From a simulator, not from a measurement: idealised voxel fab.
process module | voxel trench capacitor
cross-section cut | 275 nm wide | cells 5 nm
A cross-section is a grid of square cells, given in bands from the top down. A band is one or more rows of cells.
Each band's line starts with the height of the band's top and of its bottom, in nm. Then come its materials from left to right, each with its width in nm. One material with "throughout" fills the band from edge to edge. "air" is empty space.
Height 0 is the level under which the wafer as received is all one material. The lowest band goes on downwards, as in "0 down".
A width such as "30 to 40" changes by the same amount from each row of cells to the next, from the band's top row to its bottom row.
"no change" after a step means that no cell of the cross-section changed.
closed voids: empty space of 8 cells or more with no open way to the top, each as width x height at its distance from the left edge, in nm
after a step's settings: what the simulator itself notes on the step
overlay nm, on a step with a mask: how far to the right of its planned place the mask lay; to the left if negative
plan
1 op RECEIVE | material Si
2 op CONFORMAL_DEP | material SiN | thk nm 10
3 op DIRECTIONAL_DEP | material aC | thk nm 10
4 op PATTERN | tone open | mask id TRENCH | material resist | width nm 25 | pitch nm 40 | thk nm 25 | overlay nm 0
5 op DIRECTIONAL_ETCH | etch materials aC | depth nm 10
6 op STRIP | etch materials resist
7 op DIRECTIONAL_ETCH | etch materials SiN | depth nm 10
8 op DIRECTIONAL_ETCH | etch materials Si | depth nm 30
9 op STRIP | etch materials aC
10 op CONFORMAL_DEP | material HfO2 | thk nm 5
11 op CONFORMAL_DEP | material TiN | thk nm 5
12 op FILL_DEP | material W | thk nm 10
13 op CMP | height nm 10
first wafer, as planned
as received, after step 1
  0 down: Si throughout
  closed voids: none
after step 2
  10 to 0: SiN throughout
  below 0: unchanged
after step 3
  20 to 10: aC throughout
  below 10: unchanged
after step 4
  45 to 20: resist 105 | air 25 | resist 15 | air 25 | resist 105
  below 20: unchanged
after step 5
  35 to 20: resist 105 | air 25 | resist 15 | air 25 | resist 105
  20 to 10: aC 105 | air 25 | aC 15 | air 25 | aC 105
  below 10: unchanged
after step 6
  20 to 10: aC 105 | air 25 | aC 15 | air 25 | aC 105
  below 10: unchanged
after step 7
  20 to 10: aC 105 | air 25 | aC 15 | air 25 | aC 105
  10 to 0: SiN 105 | air 25 | SiN 15 | air 25 | SiN 105
  below 0: unchanged
after step 8
  20 to 10: aC 105 | air 25 | aC 15 | air 25 | aC 105
  10 to 0: SiN 105 | air 25 | SiN 15 | air 25 | SiN 105
  0 to -30: Si 105 | air 25 | Si 15 | air 25 | Si 105
  below -30: unchanged
after step 9
  10 to 0: SiN 105 | air 25 | SiN 15 | air 25 | SiN 105
  below 0: unchanged
after step 10
  15 to 10: HfO2 110 | air 15 | HfO2 25 | air 15 | HfO2 110
  10 to 0: SiN 105 | HfO2 5 | air 15 | HfO2 5 | SiN 15 | HfO2 5 | air 15 | HfO2 5 | SiN 105
  0 to -25: Si 105 | HfO2 5 | air 15 | HfO2 5 | Si 15 | HfO2 5 | air 15 | HfO2 5 | Si 105
  -25 to -30: Si 105 | HfO2 25 | Si 15 | HfO2 25 | Si 105
  below -30: unchanged
after step 11
  20 to 15: TiN 115 | air 5 | TiN 35 | air 5 | TiN 115
  15 to 10: HfO2 110 | TiN 5 | air 5 | TiN 5 | HfO2 25 | TiN 5 | air 5 | TiN 5 | HfO2 110
  10 to 0: SiN 105 | HfO2 5 | TiN 5 | air 5 | TiN 5 | HfO2 5 | SiN 15 | HfO2 5 | TiN 5 | air 5 | TiN 5 | HfO2 5 | SiN 105
  0 to -20: Si 105 | HfO2 5 | TiN 5 | air 5 | TiN 5 | HfO2 5 | Si 15 | HfO2 5 | TiN 5 | air 5 | TiN 5 | HfO2 5 | Si 105
  -20 to -25: Si 105 | HfO2 5 | TiN 15 | HfO2 5 | Si 15 | HfO2 5 | TiN 15 | HfO2 5 | Si 105
  below -25: unchanged
after step 12
  30 to 20: W throughout
  20 to 15: TiN 115 | W 5 | TiN 35 | W 5 | TiN 115
  15 to 10: HfO2 110 | TiN 5 | W 5 | TiN 5 | HfO2 25 | TiN 5 | W 5 | TiN 5 | HfO2 110
  10 to 0: SiN 105 | HfO2 5 | TiN 5 | W 5 | TiN 5 | HfO2 5 | SiN 15 | HfO2 5 | TiN 5 | W 5 | TiN 5 | HfO2 5 | SiN 105
  0 to -20: Si 105 | HfO2 5 | TiN 5 | W 5 | TiN 5 | HfO2 5 | Si 15 | HfO2 5 | TiN 5 | W 5 | TiN 5 | HfO2 5 | Si 105
  below -20: unchanged
after step 13
  10 to 0: SiN 105 | HfO2 5 | TiN 5 | W 5 | TiN 5 | HfO2 5 | SiN 15 | HfO2 5 | TiN 5 | W 5 | TiN 5 | HfO2 5 | SiN 105
  below 0: unchanged
second wafer: like start, like plan, one mistake. Through step 9 it matches the first wafer
when step 10 should have ended
  15 to 10: TiN 110 | air 15 | TiN 25 | air 15 | TiN 110
  10 to 0: SiN 105 | TiN 5 | air 15 | TiN 5 | SiN 15 | TiN 5 | air 15 | TiN 5 | SiN 105
  0 to -25: Si 105 | TiN 5 | air 15 | TiN 5 | Si 15 | TiN 5 | air 15 | TiN 5 | Si 105
  -25 to -30: Si 105 | TiN 25 | Si 15 | TiN 25 | Si 105
  below -30: unchanged
when step 11 should have ended
  20 to 15: HfO2 115 | air 5 | HfO2 35 | air 5 | HfO2 115
  15 to 10: TiN 110 | HfO2 5 | air 5 | HfO2 5 | TiN 25 | HfO2 5 | air 5 | HfO2 5 | TiN 110
  10 to 0: SiN 105 | TiN 5 | HfO2 5 | air 5 | HfO2 5 | TiN 5 | SiN 15 | TiN 5 | HfO2 5 | air 5 | HfO2 5 | TiN 5 | SiN 105
  0 to -20: Si 105 | TiN 5 | HfO2 5 | air 5 | HfO2 5 | TiN 5 | Si 15 | TiN 5 | HfO2 5 | air 5 | HfO2 5 | TiN 5 | Si 105
  -20 to -25: Si 105 | TiN 5 | HfO2 15 | TiN 5 | Si 15 | TiN 5 | HfO2 15 | TiN 5 | Si 105
  below -25: unchanged
when step 12 should have ended
  30 to 20: W throughout
  20 to 15: HfO2 115 | W 5 | HfO2 35 | W 5 | HfO2 115
  15 to 10: TiN 110 | HfO2 5 | W 5 | HfO2 5 | TiN 25 | HfO2 5 | W 5 | HfO2 5 | TiN 110
  10 to 0: SiN 105 | TiN 5 | HfO2 5 | W 5 | HfO2 5 | TiN 5 | SiN 15 | TiN 5 | HfO2 5 | W 5 | HfO2 5 | TiN 5 | SiN 105
  0 to -20: Si 105 | TiN 5 | HfO2 5 | W 5 | HfO2 5 | TiN 5 | Si 15 | TiN 5 | HfO2 5 | W 5 | HfO2 5 | TiN 5 | Si 105
  below -20: unchanged
when step 13 should have ended
  10 to 0: SiN 105 | TiN 5 | HfO2 5 | W 5 | HfO2 5 | TiN 5 | SiN 15 | TiN 5 | HfO2 5 | W 5 | HfO2 5 | TiN 5 | SiN 105
  below 0: unchanged
what went wrong: steps 10 and 11 were swapped
at the end the second wafer has, in cells: 8 fewer of HfO2 | 8 more of TiN
